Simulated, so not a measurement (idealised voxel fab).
The process module that follows is named voxel transistor to metal.
Displayed cross-section: cut, width of 300 nm, square cells sized 5 nm.
In this document a cross-section is written as a grid of square cells. It is given as a series of bands, listed from the top down, and a band is one or more rows of cells.
Top, bottom (nm), then materials left to right with widths (nm); lone material tagged "everywhere" fills the whole band edge to edge; "air" = empty space.
Height reference: 0 = level under which incoming wafer is all one material. Lowest band: no bottom, runs on downward, e.g. "0..down".
Read "30->40" as a graded width: first number on top, second number at the bottom, same change between each pair of neighbouring rows.
The designation "left unchanged", where it is given for a processing step, indicates that no cell of the cross-section was altered in the course of that step.
"Voids, fully enclosed" specifies each empty space that is not open to the top and that occupies no fewer than 8 cells, using the form width x height at distance, the distance measured from the left edge and all three quantities in nm.
That trailing text on a step's line, after the settings, is the simulator's own remark on the step.
Steps that use a mask can have "overlay nm" on their line. It says how far the mask sat to the right of where it was meant to be. Negative means to the left.
### The planned process steps are enumerated hereunder
1 RECEIVE | material Si
2 OXIDIZE | depth nm 5
3 CONFORMAL_DEP | material SiN | thk nm 10
4 DIRECTIONAL_DEP | material aC | thk nm 15
5 PATTERN | tone cover | mask id ACTIVE | material resist | width nm 105 | pitch nm 135 | thk nm 35 | overlay nm 0
6 DIRECTIONAL_ETCH | etch materials aC | depth nm 15
7 STRIP | etch materials resist
8 DIRECTIONAL_ETCH | etch materials SiN | depth nm 10
9 DIRECTIONAL_ETCH | etch materials SiO2 | depth nm 5
10 DIRECTIONAL_ETCH | etch materials Si | depth nm 30
11 STRIP | etch materials aC
12 FILL_DEP | material SiO2 | thk nm 15
13 CMP | height nm 10
14 SELECTIVE_ETCH | etch materials SiO2 | depth nm 10
15 STRIP | etch materials SiN
16 SELECTIVE_ETCH | etch materials SiO2 | depth nm 5
17 OXIDIZE | depth nm 5
18 DIRECTIONAL_DEP | material polySi | thk nm 25
19 DIRECTIONAL_DEP | material SiCN | thk nm 15
20 MASKED_ETCH | tone cover | mask id GATE | width nm 25 | pitch nm 135 | etch materials SiCN | depth nm 25 | overlay nm 0
21 MASKED_ETCH | tone cover | mask id GATE | width nm 25 | pitch nm 135 | etch materials polySi | depth nm 35 | overlay nm 0
22 CONFORMAL_DEP | material SiN | thk nm 5
23 DIRECTIONAL_ETCH | etch materials SiN | depth nm 5
24 DIRECTIONAL_ETCH | etch materials SiO2 | depth nm 5
25 DIRECTIONAL_ETCH | etch materials Si | depth nm 15
26 EPI | material SiGe | thk nm 15
27 FILL_DEP | material SiO2 | thk nm 10
28 CMP | height nm 20
29 STRIP | etch materials polySi
30 SELECTIVE_ETCH | etch materials SiO2 | depth nm 5
31 CONFORMAL_DEP | material HfO2 | thk nm 5
32 CONFORMAL_DEP | material TiN | thk nm 5
33 FILL_DEP | material W | thk nm 5
34 CMP | height nm 15
35 DIRECTIONAL_DEP | material SiO2 | thk nm 10
36 DIRECTIONAL_DEP | material aC | thk nm 10
37 PATTERN | tone open | mask id CONTACT | material resist | width nm 15 | thk nm 25 | overlay nm 0
38 DIRECTIONAL_ETCH | etch materials aC | depth nm 10
39 STRIP | etch materials resist
40 DIRECTIONAL_ETCH | etch materials SiO2 | depth nm 35
41 STRIP | etch materials aC
42 CONFORMAL_DEP | material TiN | thk nm 5
43 FILL_DEP | material W | thk nm 10
44 CMP | height nm 25
45 CONFORMAL_DEP | material SiN | thk nm 5
46 DIRECTIONAL_DEP | material lowk | thk nm 20
47 MASKED_ETCH | tone open | mask id METAL_1 | width nm 15 | etch materials lowk | depth nm 20 | overlay nm 0
48 MASKED_ETCH | tone open | mask id METAL_1 | width nm 15 | etch materials SiN | depth nm 5 | overlay nm 0
49 CONFORMAL_DEP | material TiN | thk nm 5
50 FILL_DEP | material W | thk nm 5
51 CMP | height nm 50
52 CONFORMAL_DEP | material SiCN | thk nm 5
53 DIRECTIONAL_DEP | material lowk | thk nm 30
54 PATTERN | tone open | mask id METAL_2 | material resist | width nm 15 | pitch nm 135 | thk nm 20 | overlay nm 0
55 DIRECTIONAL_ETCH | etch materials lowk | depth nm 20
56 STRIP | etch materials resist
57 PATTERN | tone open | mask id METAL_2_HOLES | material resist | width nm 15 | pitch nm 135 | thk nm 20 | overlay nm 0
58 DIRECTIONAL_ETCH | etch materials lowk | depth nm 10
59 DIRECTIONAL_ETCH | etch materials SiCN | depth nm 5
60 STRIP | etch materials resist
61 CONFORMAL_DEP | material TiN | thk nm 5
62 FILL_DEP | material Ru | thk nm 5
63 CMP | height nm 85
64 CONFORMAL_DEP | material SiCN | thk nm 5
### As received (post step 1): cross-section
* 0..down | Si everywhere
* Voids, fully enclosed: none
### What the wafer looks like in cross-section after this module, when it starts as shown above and follows the plan above but one mistake is made in running it
* 90..85 | SiCN everywhere
* 85..80 | Ru everywhere
* 80..75 | 30 Ru, 25 TiN, 110 Ru, 25 TiN, 110 Ru
* 75..70 | 30 Ru, 5 TiN, 15 lowk, 5 TiN, 110 Ru, 5 TiN, 15 lowk, 5 TiN, 110 Ru
* 70..65 | 35 TiN, 15 lowk, 120 TiN, 15 lowk, 115 TiN
* 65..55 | lowk everywhere
* 55..50 | SiCN everywhere
* 50..30 | 35 lowk, 5 TiN, 5 W, 5 TiN, 65 lowk, 5 TiN, 5 W, 5 TiN, 40 lowk, 5 TiN, 5 W, 5 TiN, 65 lowk, 5 TiN, 5 W, 5 TiN, 35 lowk
* 30..25 | 35 SiN, 15 TiN, 65 SiN, 15 TiN, 40 SiN, 15 TiN, 65 SiN, 15 TiN, 35 SiN
* 25..15 | 35 SiO2, 5 TiN, 5 W, 5 TiN, 65 SiO2, 5 TiN, 5 W, 5 TiN, 40 SiO2, 5 TiN, 5 W, 5 TiN, 65 SiO2, 5 TiN, 5 W, 5 TiN, 35 SiO2
* 15..5 | 35 SiO2, 5 TiN, 5 W, 5 TiN, 15 SiO2, 5 SiN, 5 HfO2, 5 TiN, 5 W, 5 TiN, 5 HfO2, 5 SiN, 15 SiO2, 5 TiN, 5 W, 5 TiN, 40 SiO2, 5 TiN, 5 W, 5 TiN, 15 SiO2, 5 SiN, 5 HfO2, 5 TiN, 5 W, 5 TiN, 5 HfO2, 5 SiN, 15 SiO2, 5 TiN, 5 W, 5 TiN, 35 SiO2
* 5..0 | 35 SiO2, 5 TiN, 5 W, 5 TiN, 15 SiGe, 5 SiN, 5 HfO2, 5 TiN, 5 W, 5 TiN, 5 HfO2, 5 SiN, 15 SiGe, 5 TiN, 5 W, 5 TiN, 40 SiO2, 5 TiN, 5 W, 5 TiN, 15 SiGe, 5 SiN, 5 HfO2, 5 TiN, 5 W, 5 TiN, 5 HfO2, 5 SiN, 15 SiGe, 5 TiN, 5 W, 5 TiN, 35 SiO2
* 0..-5 | 35 SiO2, 5 TiN, 5 W, 5 TiN, 15 SiGe, 5 SiN, 5 HfO2, 15 TiN, 5 HfO2, 5 SiN, 15 SiGe, 5 TiN, 5 W, 5 TiN, 40 SiO2, 5 TiN, 5 W, 5 TiN, 15 SiGe, 5 SiN, 5 HfO2, 15 TiN, 5 HfO2, 5 SiN, 15 SiGe, 5 TiN, 5 W, 5 TiN, 35 SiO2
* -5..-10 | 35 SiO2, 15 TiN, 15 SiGe, 35 HfO2, 15 SiGe, 15 TiN, 40 SiO2, 15 TiN, 15 SiGe, 35 HfO2, 15 SiGe, 15 TiN, 35 SiO2
* -10..-25 | 30 SiO2, 35 SiGe, 35 Si, 35 SiGe, 30 SiO2, 35 SiGe, 35 Si, 35 SiGe, 30 SiO2
* -25..-35 | 30 SiO2, 105 Si, 30 SiO2, 105 Si, 30 SiO2
* -35..down | Si everywhere
* Voids, fully enclosed: none
Diagnosis: step 54 ran with different settings than intended, the actual operation and settings being PATTERN | tone cover | mask id METAL_2 | material resist | width nm 15 | pitch nm 135 | thk nm 20 | overlay nm 0
